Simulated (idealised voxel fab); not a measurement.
Presented below is a process module, voxel air gaps.
Square cells of 5 nm make up the cross-section cut, whose width is 245 nm.
Cross-section = grid of square cells, listed top down in bands; band = one or more rows.
The entry gives the band's vertical extent as a top height and a bottom height in nm, then its horizontal make-up as materials from left to right, each with a width in nm. "blank" stands for empty space; a single material marked "edge to edge" fills the band edge to edge.
Height is counted from the level 0, under which the received wafer is composed throughout of one material. The lowest of the bands is not closed at the bottom but continues downward, in the notation "0 and below".
Per-row width for "30->40": begins at first number (top row of band), ends at second number (bottom row), increment between rows held constant.
Where the words "nothing changed" appear for a step, the cross-section shows no cell changed by that step; every cell remained as before.
The entry titled "Listed closed voids" provides the empty spaces that have no open way to the top, restricted to those of 8 cells or more. Each is presented as width x height at distance, the distance being measured from the left edge, with all three in nm.
Heads up: the bit after the settings on a step's line is the simulator's remark on that step.
overlay nm: mask offset rightward from planned place, masked step; negative means leftward offset.

STEPS IN THE PROCESS PLAN
1. RECEIVE, material Si
2. CONFORMAL_DEP, material SiO2, thk nm 10
3. CONFORMAL_DEP, material SiCN, thk nm 5
4. DIRECTIONAL_DEP, material SiO2, thk nm 40
5. DIRECTIONAL_DEP, material aC, thk nm 15
6. PATTERN, tone open, mask id LINES, material resist, width nm 25, pitch nm 55, thk nm 30, overlay nm 0
7. DIRECTIONAL_ETCH, etch materials aC, depth nm 15
8. STRIP, etch materials resist
9. DIRECTIONAL_ETCH, etch materials SiO2, depth nm 40
10. STRIP, etch materials aC
11. CONFORMAL_DEP, material TiN, thk nm 5
12. FILL_DEP, material W, thk nm 10
13. CMP, height nm 55
14. EPI, material Ru, thk nm 10
15. SELECTIVE_ETCH, etch materials SiO2, depth nm 50
16. CONFORMAL_DEP, material SiCN, thk nm 5

SO THIS IS THE INCOMING WAFER IN CROSS-SECTION - IT'S ALREADY BEEN THROUGH STEP 1
  0 and below | Si edge to edge
  Listed closed voids: none

SAME STARTING WAFER, SAME PLAN AS ABOVE, ONE MISTAKE IN THE EXECUTION; THIS IS THE CROSS-SECTION AT THE END OF THE MODULE
  70 down to 65 | blank (15) / SiCN (50) / blank (5) / SiCN (50) / blank (5) / SiCN (50) / blank (5) / SiCN (50) / blank (15)
  65 down to 55 | blank (15) / SiCN (5) / Ru (40) / SiCN (5) / blank (5) / SiCN (5) / Ru (40) / SiCN (5) / blank (5) / SiCN (5) / Ru (40) / SiCN (5) / blank (5) / SiCN (5) / Ru (40) / SiCN (5) / blank (15)
  55 down to 50 | blank (15) / SiCN (15) / TiN (5) / W (10) / TiN (5) / SiCN (15) / blank (5) / SiCN (15) / TiN (5) / W (10) / TiN (5) / SiCN (15) / blank (5) / SiCN (15) / TiN (5) / W (10) / TiN (5) / SiCN (15) / blank (5) / SiCN (15) / TiN (5) / W (10) / TiN (5) / SiCN (15) / blank (15)
  50 down to 20 | blank (25) / SiCN (5) / TiN (5) / W (10) / TiN (5) / SiCN (5) / blank (25) / SiCN (5) / TiN (5) / W (10) / TiN (5) / SiCN (5) / blank (25) / SiCN (5) / TiN (5) / W (10) / TiN (5) / SiCN (5) / blank (25) / SiCN (5) / TiN (5) / W (10) / TiN (5) / SiCN (5) / blank (25)
  20 down to 15 | SiCN (30) / TiN (20) / SiCN (35) / TiN (20) / SiCN (35) / TiN (20) / SiCN (35) / TiN (20) / SiCN (30)
  15 down to 10 | SiCN edge to edge
  10 down to 0 | SiO2 edge to edge
  0 and below | Si edge to edge
  Listed closed voids: none
What went wrong in running the wafer? heads up, step 6 didn't go per plan, it actually ran as PATTERN, tone open, mask id LINES, material resist, width nm 20, pitch nm 55, thk nm 30, overlay nm 0
